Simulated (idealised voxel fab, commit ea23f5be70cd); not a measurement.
The process module that follows is named voxel air gaps.
The width of the displayed cross-section, cut, is 265 nm; its cells are square, with a size of 5 nm.
In what follows, cross-sections appear as grids of square cells, described through bands that run from the top down, where every band is one or more rows of cells. Read a band's entry like this: the first values are the height of its top and the height of its bottom in nm, and what follows is the sequence of materials from left to right, each with its width in nm. Note that "blank" is empty space, and that a single material marked "everywhere" reaches across the band from edge to edge. Heights are expressed relative to 0, this being the level below which the as-received wafer comprises one material exclusively. The lowest band is unbounded in the downward direction and is denoted as in "z 0 and below". Width "30->40": first value at the band's top row of cells, second value at its bottom row, equal change from row to row. Given "no modifications" for a step, no cell of the cross-section differs between before and after that step. Heads up: "Tabulated closed voids" only lists the empty pockets with no open path to the top that are 8 cells or more, and it writes them as width x height at distance, distance from the left edge, in nm. Text after the settings on a step's line: the simulator's own remark on that step. overlay nm: mask offset rightward from planned place, masked step; negative means leftward offset.
### The following list gives the planned process steps
step 1: RECEIVE with material Si
step 2: CONFORMAL_DEP with material SiO2, thk nm 10
step 3: CONFORMAL_DEP with material SiN, thk nm 5
step 4: DIRECTIONAL_DEP with material lowk, thk nm 30
step 5: PATTERN with tone open, mask id LINES, material resist, width nm 25, pitch nm 50, thk nm 15, overlay nm 0
step 6: DIRECTIONAL_ETCH with etch materials lowk, depth nm 30
step 7: STRIP with etch materials resist
step 8: CONFORMAL_DEP with material TiN, thk nm 5
step 9: FILL_DEP with material Ru, thk nm 10
step 10: CMP with height nm 45
step 11: EPI with material Ru, thk nm 10
step 12: SELECTIVE_ETCH with etch materials lowk, depth nm 40
step 13: CONFORMAL_DEP with material SiCN, thk nm 5
### Here's what the wafer looked like in cross-section when it arrived - that's after step 1
- z 0 and below  Si everywhere
- Tabulated closed voids: none
### Same starting wafer, same plan as above, one mistake in the execution; this is the cross-section at the end of the module
- z 60 to 55  blank 20 | SiCN 205 | blank 40
- z 55 to 45  blank 20 | SiCN 5 | Ru 45 | SiCN 5 | Ru 45 | SiCN 5 | Ru 45 | SiCN 5 | Ru 45 | SiCN 5 | blank 40
- z 45 to 40  blank 20 | SiCN 15 | TiN 5 | Ru 15 | TiN 5 | SiCN 25 | TiN 5 | Ru 15 | TiN 5 | SiCN 25 | TiN 5 | Ru 15 | TiN 5 | SiCN 25 | TiN 5 | Ru 15 | TiN 5 | SiCN 15 | blank 40
- z 40 to 20  blank 30 | SiCN 5 | TiN 5 | Ru 15 | TiN 5 | SiCN 5 | blank 15 | SiCN 5 | TiN 5 | Ru 15 | TiN 5 | SiCN 5 | blank 15 | SiCN 5 | TiN 5 | Ru 15 | TiN 5 | SiCN 5 | blank 15 | SiCN 5 | TiN 5 | Ru 15 | TiN 5 | SiCN 5 | blank 50
- z 20 to 15  SiCN 35 | TiN 25 | SiCN 25 | TiN 25 | SiCN 25 | TiN 25 | SiCN 25 | TiN 25 | SiCN 55
- z 15 to 10  SiN everywhere
- z 10 to 0  SiO2 everywhere
- z 0 and below  Si everywhere
- Tabulated closed voids: 15 x 20 at 65; 15 x 20 at 115; 15 x 20 at 165
Plan not followed: for step 5, the planned setting was not used; the step was instead run as PATTERN with tone open, mask id LINES, material resist, width nm 25, pitch nm 50, thk nm 15, overlay nm -10
